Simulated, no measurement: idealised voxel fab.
Process module heading - voxel capacitor over wiring
Section cut is 225 nm wide and gridded with 5 nm square cells.
Bands, listed from the top down, are how a cross-section gets written in this document; the cross-section itself is a grid of square cells, and a band is one or more rows of them. Band entry format. Leading values: height of top, height of bottom, nm. Remainder: materials in left-to-right order, each with its width in nm. Special words: "throughout" on a single material, which then fills the band edge to edge; "blank", empty space. The reference from which all heights are counted is 0, the level beneath which the as-received wafer is entirely one material; the lowest band, having no lower bound, proceeds downward and is written after the example "from 0 down". Width: "30 to 40" (first number = top row, second number = bottom row, same change from row to row of cells). Any step labelled "nothing got changed" changed none of the cells in the cross-section. "Completely enclosed voids": empty spaces of 8 cells or more with no open way to the top, each given as width x height at distance, distance from the left edge, all in nm. Heads up: the bit after the settings on a step's line is the simulator's remark on that step. overlay nm: mask offset rightward from planned place, masked step; negative means leftward offset.
-- The following list gives the planned process steps
step 1: RECEIVE, material Si
step 2: CONFORMAL_DEP, material SiO2, thk nm 10
step 3: DIRECTIONAL_DEP, material TiN, thk nm 5
step 4: DIRECTIONAL_DEP, material Ru, thk nm 20
step 5: PATTERN, tone cover, mask id METAL_1, material resist, width nm 25, pitch nm 85, thk nm 15, overlay nm 0
step 6: DIRECTIONAL_ETCH, etch materials Ru, depth nm 20
step 7: DIRECTIONAL_ETCH, etch materials TiN, depth nm 5
step 8: STRIP, etch materials resist
step 9: CONFORMAL_DEP, material SiN, thk nm 5
step 10: FILL_DEP, material SiO2, thk nm 5
step 11: CMP, height nm 35
step 12: CONFORMAL_DEP, material SiCN, thk nm 5
step 13: DIRECTIONAL_DEP, material lowk, thk nm 20
step 14: DIRECTIONAL_DEP, material aC, thk nm 15
step 15: PATTERN, tone open, mask id PLUG_1, material resist, width nm 15, thk nm 30, overlay nm 0
step 16: DIRECTIONAL_ETCH, etch materials aC, depth nm 15
step 17: STRIP, etch materials resist
step 18: DIRECTIONAL_ETCH, etch materials lowk, depth nm 20
step 19: DIRECTIONAL_ETCH, etch materials SiCN, depth nm 5
step 20: STRIP, etch materials aC
step 21: CONFORMAL_DEP, material TiN, thk nm 5
step 22: FILL_DEP, material W, thk nm 5
step 23: CMP, height nm 60
step 24: DIRECTIONAL_DEP, material TiN, thk nm 10
step 25: DIRECTIONAL_DEP, material SiN, thk nm 5
step 26: DIRECTIONAL_DEP, material TiN, thk nm 10
step 27: MASKED_ETCH, tone cover, mask id UPPER_PLATE, width nm 65, etch materials TiN, depth nm 10, overlay nm 0
step 28: MASKED_ETCH, tone cover, mask id UPPER_PLATE, width nm 65, etch materials SiN, depth nm 5, overlay nm 0
step 29: DIRECTIONAL_DEP, material aC, thk nm 15
step 30: PATTERN, tone cover, mask id LOWER_PLATE, material resist, width nm 75, thk nm 30, overlay nm 0
step 31: DIRECTIONAL_ETCH, etch materials aC, depth nm 15
step 32: STRIP, etch materials resist
step 33: DIRECTIONAL_ETCH, etch materials TiN, depth nm 10
step 34: STRIP, etch materials aC
step 35: FILL_DEP, material SiO2, thk nm 15
step 36: CMP, height nm 95
step 37: PATTERN, tone open, mask id PLUG_2, material resist, width nm 15, thk nm 15, overlay nm 0
step 38: DIRECTIONAL_ETCH, etch materials SiO2, depth nm 10
step 39: STRIP, etch materials resist
step 40: CONFORMAL_DEP, material TiN, thk nm 5
step 41: FILL_DEP, material Cu, thk nm 10
step 42: CMP, height nm 95
step 43: CONFORMAL_DEP, material SiCN, thk nm 5
-- The following pertains to the first of two wafers, which was processed as planned
-- Wafer at receipt (post step 1), cross-section
    from 0 down  Si throughout
    Completely enclosed voids: none
-- After step 2: wafer cross-section
    from 10 to 0  SiO2 throughout
    Heights below 0 show no change.
-- After step 3: wafer cross-section
    from 15 to 10  TiN throughout
    Heights below 10 show no change.
-- After step 4: wafer cross-section
    from 35 to 15  Ru throughout
    Heights below 15 show no change.
-- After step 5: wafer cross-section
    from 50 to 35  blank 55 | resist 25 | blank 60 | resist 25 | blank 60
    Heights below 35 show no change.
-- After step 6: wafer cross-section
    from 50 to 35  blank 55 | resist 25 | blank 60 | resist 25 | blank 60
    from 35 to 15  blank 55 | Ru 25 | blank 60 | Ru 25 | blank 60
    Heights below 15 show no change.
-- After step 7: wafer cross-section
    from 50 to 35  blank 55 | resist 25 | blank 60 | resist 25 | blank 60
    from 35 to 15  blank 55 | Ru 25 | blank 60 | Ru 25 | blank 60
    from 15 to 10  blank 55 | TiN 25 | blank 60 | TiN 25 | blank 60
    Heights below 10 show no change.
-- After step 8: wafer cross-section
    from 35 to 15  blank 55 | Ru 25 | blank 60 | Ru 25 | blank 60
    Heights below 15 show no change.
-- After step 9: wafer cross-section
    from 40 to 35  blank 50 | SiN 35 | blank 50 | SiN 35 | blank 55
    from 35 to 15  blank 50 | SiN 5 | Ru 25 | SiN 5 | blank 50 | SiN 5 | Ru 25 | SiN 5 | blank 55
    from 15 to 10  SiN 55 | TiN 25 | SiN 60 | TiN 25 | SiN 60
    Heights below 10 show no change.
-- After step 10: wafer cross-section
    from 45 to 40  SiO2 throughout
    from 40 to 35  SiO2 50 | SiN 35 | SiO2 50 | SiN 35 | SiO2 55
    from 35 to 15  SiO2 50 | SiN 5 | Ru 25 | SiN 5 | SiO2 50 | SiN 5 | Ru 25 | SiN 5 | SiO2 55
    Heights below 15 show no change.
-- After step 11: wafer cross-section
    from 35 to 15  SiO2 50 | SiN 5 | Ru 25 | SiN 5 | SiO2 50 | SiN 5 | Ru 25 | SiN 5 | SiO2 55
    Heights below 15 show no change.
-- After step 12: wafer cross-section
    from 40 to 35  SiCN throughout
    Heights below 35 show no change.
-- After step 13: wafer cross-section
    from 60 to 40  lowk throughout
    Heights below 40 show no change.
-- After step 14: wafer cross-section
    from 75 to 60  aC throughout
    Heights below 60 show no change.
-- After step 15: wafer cross-section
    from 105 to 75  resist 65 | blank 15 | resist 145
    Heights below 75 show no change.
-- After step 16: wafer cross-section
    from 90 to 75  resist 65 | blank 15 | resist 145
    from 75 to 60  aC 65 | blank 15 | aC 145
    Heights below 60 show no change.
-- After step 17: wafer cross-section
    from 75 to 60  aC 65 | blank 15 | aC 145
    Heights below 60 show no change.
-- After step 18: wafer cross-section
    from 75 to 60  aC 65 | blank 15 | aC 145
    from 60 to 40  lowk 65 | blank 15 | lowk 145
    Heights below 40 show no change.
-- After step 19: wafer cross-section
    from 75 to 60  aC 65 | blank 15 | aC 145
    from 60 to 40  lowk 65 | blank 15 | lowk 145
    from 40 to 35  SiCN 65 | blank 15 | SiCN 145
    Heights below 35 show no change.
-- After step 20: wafer cross-section
    from 60 to 40  lowk 65 | blank 15 | lowk 145
    Heights below 40 show no change.
-- After step 21: wafer cross-section
    from 65 to 60  TiN 70 | blank 5 | TiN 150
    from 60 to 40  lowk 65 | TiN 5 | blank 5 | TiN 5 | lowk 145
    from 40 to 35  SiCN 65 | TiN 15 | SiCN 145
    Heights below 35 show no change.
-- After step 22: wafer cross-section
    from 70 to 65  W throughout
    from 65 to 60  TiN 70 | W 5 | TiN 150
    from 60 to 40  lowk 65 | TiN 5 | W 5 | TiN 5 | lowk 145
    Heights below 40 show no change.
-- After step 23: wafer cross-section
    from 60 to 40  lowk 65 | TiN 5 | W 5 | TiN 5 | lowk 145
    Heights below 40 show no change.
-- After step 24: wafer cross-section
    from 70 to 60  TiN throughout
    Heights below 60 show no change.
-- After step 25: wafer cross-section
    from 75 to 70  SiN throughout
    Heights below 70 show no change.
-- After step 26: wafer cross-section
    from 85 to 75  TiN throughout
    Heights below 75 show no change.
-- After step 27: wafer cross-section
    from 85 to 75  blank 65 | TiN 65 | blank 95
    Heights below 75 show no change.
-- After step 28: wafer cross-section
    from 85 to 75  blank 65 | TiN 65 | blank 95
    from 75 to 70  blank 65 | SiN 65 | blank 95
    Heights below 70 show no change.
-- After step 29: wafer cross-section
    from 100 to 85  blank 65 | aC 65 | blank 95
    from 85 to 75  aC 65 | TiN 65 | aC 95
    from 75 to 70  aC 65 | SiN 65 | aC 95
    Heights below 70 show no change.
-- After step 30: wafer cross-section
    from 130 to 100  blank 60 | resist 75 | blank 90
    from 100 to 85  blank 60 | resist 5 | aC 65 | resist 5 | blank 90
    Heights below 85 show no change.
-- After step 31: wafer cross-section
    from 115 to 100  blank 60 | resist 75 | blank 90
    from 100 to 85  blank 60 | resist 5 | aC 65 | resist 5 | blank 90
    from 85 to 75  blank 60 | aC 5 | TiN 65 | aC 5 | blank 90
    from 75 to 70  blank 60 | aC 5 | SiN 65 | aC 5 | blank 90
    Heights below 70 show no change.
-- After step 32: wafer cross-section
    from 100 to 85  blank 65 | aC 65 | blank 95
    Heights below 85 show no change.
-- After step 33: wafer cross-section
    from 100 to 85  blank 65 | aC 65 | blank 95
    from 85 to 75  blank 60 | aC 5 | TiN 65 | aC 5 | blank 90
    from 75 to 70  blank 60 | aC 5 | SiN 65 | aC 5 | blank 90
    from 70 to 60  blank 60 | TiN 75 | blank 90
    Heights below 60 show no change.
-- After step 34: wafer cross-section
    from 85 to 75  blank 65 | TiN 65 | blank 95
    from 75 to 70  blank 65 | SiN 65 | blank 95
    Heights below 70 show no change.
-- After step 35: wafer cross-section
    from 100 to 85  SiO2 throughout
    from 85 to 75  SiO2 65 | TiN 65 | SiO2 95
    from 75 to 70  SiO2 65 | SiN 65 | SiO2 95
    from 70 to 60  SiO2 60 | TiN 75 | SiO2 90
    Heights below 60 show no change.
-- After step 36: wafer cross-section
    from 95 to 85  SiO2 throughout
    Heights below 85 show no change.
-- After step 37: wafer cross-section
    from 110 to 95  resist 75 | blank 15 | resist 135
    Heights below 95 show no change.
-- After step 38: wafer cross-section
    from 110 to 95  resist 75 | blank 15 | resist 135
    from 95 to 85  SiO2 75 | blank 15 | SiO2 135
    Heights below 85 show no change.
-- After step 39: wafer cross-section
    from 95 to 85  SiO2 75 | blank 15 | SiO2 135
    Heights below 85 show no change.
-- After step 40: wafer cross-section
    from 100 to 95  TiN 80 | blank 5 | TiN 140
    from 95 to 90  SiO2 75 | TiN 5 | blank 5 | TiN 5 | SiO2 135
    from 90 to 85  SiO2 75 | TiN 15 | SiO2 135
    Heights below 85 show no change.
-- After step 41: wafer cross-section
    from 110 to 100  Cu throughout
    from 100 to 95  TiN 80 | Cu 5 | TiN 140
    from 95 to 90  SiO2 75 | TiN 5 | Cu 5 | TiN 5 | SiO2 135
    Heights below 90 show no change.
-- After step 42: wafer cross-section
    from 95 to 90  SiO2 75 | TiN 5 | Cu 5 | TiN 5 | SiO2 135
    Heights below 90 show no change.
-- After step 43: wafer cross-section
    from 100 to 95  SiCN throughout
    Heights below 95 show no change.
-- It is to be noted that the second wafer proceeded from the same initial state and according to the same plan as the first, although one mistake was committed in its execution; through step 29, inclusive, the two wafers share an identical history
-- Second wafer cross-section, taken as of the time the plan sets for step 30 to be done
    from 130 to 100  blank 65 | resist 70 | blank 90
    from 100 to 85  blank 65 | aC 65 | resist 5 | blank 90
    Heights below 85 show no change.
-- Second wafer cross-section, taken as of the time the plan sets for step 31 to be done
    from 115 to 100  blank 65 | resist 70 | blank 90
    from 100 to 85  blank 65 | aC 65 | resist 5 | blank 90
    from 85 to 75  blank 65 | TiN 65 | aC 5 | blank 90
    from 75 to 70  blank 65 | SiN 65 | aC 5 | blank 90
    Heights below 70 show no change.
-- Second wafer cross-section, taken as of the time the plan sets for step 32 to be done
    from 100 to 85  blank 65 | aC 65 | blank 95
    Heights below 85 show no change.
-- Second wafer cross-section, taken as of the time the plan sets for step 33 to be done
    from 100 to 85  blank 65 | aC 65 | blank 95
    from 85 to 75  blank 65 | TiN 65 | aC 5 | blank 90
    from 75 to 70  blank 65 | SiN 65 | aC 5 | blank 90
    from 70 to 60  blank 65 | TiN 70 | blank 90
    Heights below 60 show no change.
-- Second wafer cross-section, taken as of the time the plan sets for step 34 to be done
    from 85 to 75  blank 65 | TiN 65 | blank 95
    from 75 to 70  blank 65 | SiN 65 | blank 95
    Heights below 70 show no change.
-- Second wafer cross-section, taken as of the time the plan sets for step 35 to be done
    from 100 to 85  SiO2 throughout
    from 85 to 75  SiO2 65 | TiN 65 | SiO2 95
    from 75 to 70  SiO2 65 | SiN 65 | SiO2 95
    from 70 to 60  SiO2 65 | TiN 70 | SiO2 90
    Heights below 60 show no change.
-- Second wafer cross-section, taken as of the time the plan sets for step 36 to be done
    from 95 to 85  SiO2 throughout
    Heights below 85 show no change.
-- Second wafer cross-section, taken as of the time the plan sets for step 37 to be done
    from 110 to 95  resist 75 | blank 15 | resist 135
    Heights below 95 show no change.
-- Second wafer cross-section, taken as of the time the plan sets for step 38 to be done
    from 110 to 95  resist 75 | blank 15 | resist 135
    from 95 to 85  SiO2 75 | blank 15 | SiO2 135
    Heights below 85 show no change.
-- Second wafer cross-section, taken as of the time the plan sets for step 39 to be done
    from 95 to 85  SiO2 75 | blank 15 | SiO2 135
    Heights below 85 show no change.
-- Second wafer cross-section, taken as of the time the plan sets for step 40 to be done
    from 100 to 95  TiN 80 | blank 5 | TiN 140
    from 95 to 90  SiO2 75 | TiN 5 | blank 5 | TiN 5 | SiO2 135
    from 90 to 85  SiO2 75 | TiN 15 | SiO2 135
    Heights below 85 show no change.
-- Second wafer cross-section, taken as of the time the plan sets for step 41 to be done
    from 110 to 100  Cu throughout
    from 100 to 95  TiN 80 | Cu 5 | TiN 140
    from 95 to 90  SiO2 75 | TiN 5 | Cu 5 | TiN 5 | SiO2 135
    Heights below 90 show no change.
-- Second wafer cross-section, taken as of the time the plan sets for step 42 to be done
    from 95 to 90  SiO2 75 | TiN 5 | Cu 5 | TiN 5 | SiO2 135
    Heights below 90 show no change.
-- Second wafer cross-section, taken as of the time the plan sets for step 43 to be done
    from 100 to 95  SiCN throughout
    Heights below 95 show no change.
Against the plan, the run slipped here: so step 30 ended up running with a different setting than we planned, it ran as PATTERN, tone cover, mask id LOWER_PLATE, material resist, width nm 70, thk nm 30, overlay nm 0
Wrapping up, a cell-based count of both wafers puts the second over or under the first for these materials: 2 more of SiO2, 2 fewer of TiN
